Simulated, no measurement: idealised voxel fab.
This is a process module. Its name is voxel plated lines.
Shown is cross-section cut, with a width of 260 nm and square cells of size 5 nm.
In what follows, cross-sections appear as grids of square cells, described through bands that run from the top down, where every band is one or more rows of cells.
Each band's line starts with the height of the band's top and of its bottom, in nm. Then come its materials from left to right, each with its width in nm. One material with "full width" fills the band from edge to edge. "air" is empty space.
Beneath 0, the wafer as received is one material, and that level is where height counting begins. The lowest band goes on downward without a bottom; it is written like "top 0, no bottom".
A width given as "30->40" starts at the first number in the band's top row and ends at the second number in its bottom row, shifting by an equal amount at every step from row to row.
You'll sometimes find "everything unchanged" written for a step, and that's the way of saying that nowhere in the cross-section did a cell change during that step.
The entry titled "Closed internal voids" provides the empty spaces that have no open way to the top, restricted to those of 8 cells or more. Each is presented as width x height at distance, the distance being measured from the left edge, with all three in nm.
after a step's settings: what the simulator itself notes on the step
A step's line can hold "overlay nm"; with a mask on that step, the setting says how far right of the planned place the mask lay, while a negative setting says it lay to the left.

[These are the steps we planned for the process]
- 1: RECEIVE with material Si
- 2: CONFORMAL_DEP with material SiO2, thk nm 15
- 3: DIRECTIONAL_DEP with material TiN, thk nm 5
- 4: PATTERN with tone open, mask id LINES, material resist, width nm 20, pitch nm 35, thk nm 40, overlay nm 0
- 5: EPI with material Ru, thk nm 10
- 6: EPI with material Ru, thk nm 5
- 7: EPI with material Ru, thk nm 10
- 8: STRIP with etch materials resist
- 9: DIRECTIONAL_ETCH with etch materials TiN, depth nm 5
- 10: CONFORMAL_DEP with material SiN, thk nm 10

[Incoming wafer, cross-sectional view, post step 1]
  top 0, no bottom = Si full width
  Closed internal voids: none

[Cross-sectional image of the first of two wafers at the end of the module, the run having proceeded as planned]
  top 55, bottom 45 = air: 55, then SiN: 145, then air: 60
  top 45, bottom 25 = air: 55, then SiN: 10, then Ru: 20, then SiN: 15, then Ru: 20, then SiN: 15, then Ru: 20, then SiN: 15, then Ru: 20, then SiN: 10, then air: 60
  top 25, bottom 20 = SiN: 65, then Ru: 20, then SiN: 15, then Ru: 20, then SiN: 15, then Ru: 20, then SiN: 15, then Ru: 20, then SiN: 70
  top 20, bottom 15 = SiN: 65, then TiN: 20, then SiN: 15, then TiN: 20, then SiN: 15, then TiN: 20, then SiN: 15, then TiN: 20, then SiN: 70
  top 15, bottom 0 = SiO2 full width
  top 0, no bottom = Si full width
  Closed internal voids: none

[Wafer two, sectioned after the module: the first wafer's start, the first wafer's plan, and one mistake in how it was run]
  top 55, bottom 45 = air: 55, then SiN: 145, then air: 60
  top 45, bottom 25 = air: 55, then SiN: 10, then Ru: 20, then SiN: 15, then Ru: 20, then SiN: 15, then Ru: 20, then SiN: 15, then Ru: 20, then SiN: 10, then air: 60
  top 25, bottom 20 = SiN: 65, then Ru: 20, then SiN: 15, then Ru: 20, then SiN: 15, then Ru: 20, then SiN: 15, then Ru: 20, then SiN: 70
  top 20, bottom 15 = SiN: 65, then TiN: 20, then SiN: 15, then TiN: 20, then SiN: 15, then TiN: 20, then SiN: 15, then TiN: 20, then SiN: 70
  top 15, bottom 0 = SiN full width
  top 0, no bottom = Si full width
  Closed internal voids: none
Here's what went sideways: contrary to plan, step 2 was performed as CONFORMAL_DEP with material SiN, thk nm 15
It is noted that, at the conclusion of processing, the second wafer exhibits a higher or lower cell count for certain materials relative to the first: SiN: 156 more | SiO2: 156 fewer
